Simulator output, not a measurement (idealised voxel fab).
The document below concerns the process module designated voxel air gaps.
The width of the displayed cross-section, cut, is 170 nm; its cells are square, with a size of 5 nm.
Cross-section spec: square-cell grid; bands listed top down; each band is one or more rows.
The band entry comprises the height of the band's top followed by the height of its bottom, expressed in nm, and subsequently the band's materials from left to right, each stated together with its width in nm. Where a single material is marked with the word "full width", that material fills the band from edge to edge. The word "empty" represents empty space.
A quick word on heights: they are counted from 0, and under that level the wafer as it came to us is one material throughout. The lowest band is different from the rest in having no bottom; it simply continues downward, written as in "0 and below".
The expression "30 to 40" gives the width at the extremes of the band, the first number at its top row of cells and the second at its bottom row, with the width changing by equal amounts from each row to the next in between.
"no modification" -> step changed no cross-section cell.
"closed voids" - sealed voids, min. 8 cells, no opening to top; format: width x height at distance (distance from left edge; nm throughout).
Step line, after settings: the simulator's comment on this step.
The setting "overlay nm" may be written on the line of a step. When the step uses a mask, the value reports how far to the right of the planned place the mask lay, and a negative value reports that it lay to the left.

Listed below are the process steps as planned:
1: RECEIVE,material Si
2: CONFORMAL_DEP,material SiO2,thk nm 10
3: CONFORMAL_DEP,material SiN,thk nm 5
4: DIRECTIONAL_DEP,material SiO2,thk nm 40
5: PATTERN,tone open,mask id LINES,material resist,width nm 25,pitch nm 50,thk nm 20,overlay nm -5
6: DIRECTIONAL_ETCH,etch materials SiO2,depth nm 40
7: STRIP,etch materials resist
8: CONFORMAL_DEP,material TiN,thk nm 5
9: FILL_DEP,material Cu,thk nm 5
10: CMP,height nm 55
11: EPI,material Ru,thk nm 10
12: SELECTIVE_ETCH,etch materials SiO2,depth nm 50
13: CONFORMAL_DEP,material SiN,thk nm 5
The overlay nm used in step 5 is not the same on every wafer, whereas the starting condition is; the value printed in the plan is the first wafer's.

Incoming state of the first of several wafers in cross-section: after step 1:
* 0 and below  Si full width
* closed voids: none

Cross-sectional representation of the first of several wafers at the end of the module, i.e. after its terminal step, step 13:
* 70 down to 65  SiN=155 | empty=15
* 65 down to 55  SiN=5 | Ru=45 | SiN=5 | Ru=45 | SiN=5 | Ru=45 | SiN=5 | empty=15
* 55 down to 50  SiN=15 | TiN=5 | Cu=15 | TiN=5 | SiN=25 | TiN=5 | Cu=15 | TiN=5 | SiN=25 | TiN=5 | Cu=15 | TiN=5 | SiN=15 | empty=15
* 50 down to 20  empty=10 | SiN=5 | TiN=5 | Cu=15 | TiN=5 | SiN=5 | empty=15 | SiN=5 | TiN=5 | Cu=15 | TiN=5 | SiN=5 | empty=15 | SiN=5 | TiN=5 | Cu=15 | TiN=5 | SiN=5 | empty=25
* 20 down to 15  SiN=15 | TiN=25 | SiN=25 | TiN=25 | SiN=25 | TiN=25 | SiN=30
* 15 down to 10  SiN full width
* 10 down to 0  SiO2 full width
* 0 and below  Si full width
* closed voids: 10 x 30 at 0; 15 x 30 at 45; 15 x 30 at 95

At the end of the module, the last of several wafers in cross-section:
* 70 down to 65  empty=15 | SiN=155
* 65 down to 55  empty=15 | SiN=5 | Ru=45 | SiN=5 | Ru=45 | SiN=5 | Ru=45 | SiN=5
* 55 down to 50  empty=15 | SiN=15 | TiN=5 | Cu=15 | TiN=5 | SiN=25 | TiN=5 | Cu=15 | TiN=5 | SiN=25 | TiN=5 | Cu=15 | TiN=5 | SiN=15
* 50 down to 20  empty=25 | SiN=5 | TiN=5 | Cu=15 | TiN=5 | SiN=5 | empty=15 | SiN=5 | TiN=5 | Cu=15 | TiN=5 | SiN=5 | empty=15 | SiN=5 | TiN=5 | Cu=15 | TiN=5 | SiN=5 | empty=10
* 20 down to 15  SiN=30 | TiN=25 | SiN=25 | TiN=25 | SiN=25 | TiN=25 | SiN=15
* 15 down to 10  SiN full width
* 10 down to 0  SiO2 full width
* 0 and below  Si full width
* closed voids: 15 x 30 at 60; 15 x 30 at 110; 10 x 30 at 160

Every row in this table is a wafer at the end of the module, and it gives, for each of the materials, the cells that wafer has gained (+) or lost (-) since it was received, then its closed voids:
overlay nm -5, +63 Cu, +54 Ru, +144 SiN, +68 SiO2, +57 TiN, closed voids: 10 x 30 at 0; 15 x 30 at 45; 15 x 30 at 95
overlay nm 0, +63 Cu, +54 Ru, +144 SiN, +68 SiO2, +57 TiN, closed voids: 15 x 30 at 50; 15 x 30 at 100
overlay nm 5, +63 Cu, +54 Ru, +144 SiN, +68 SiO2, +57 TiN, closed voids: 15 x 30 at 55; 15 x 30 at 105
overlay nm 10, +63 Cu, +54 Ru, +144 SiN, +68 SiO2, +57 TiN, closed voids: 15 x 30 at 60; 15 x 30 at 110; 10 x 30 at 160
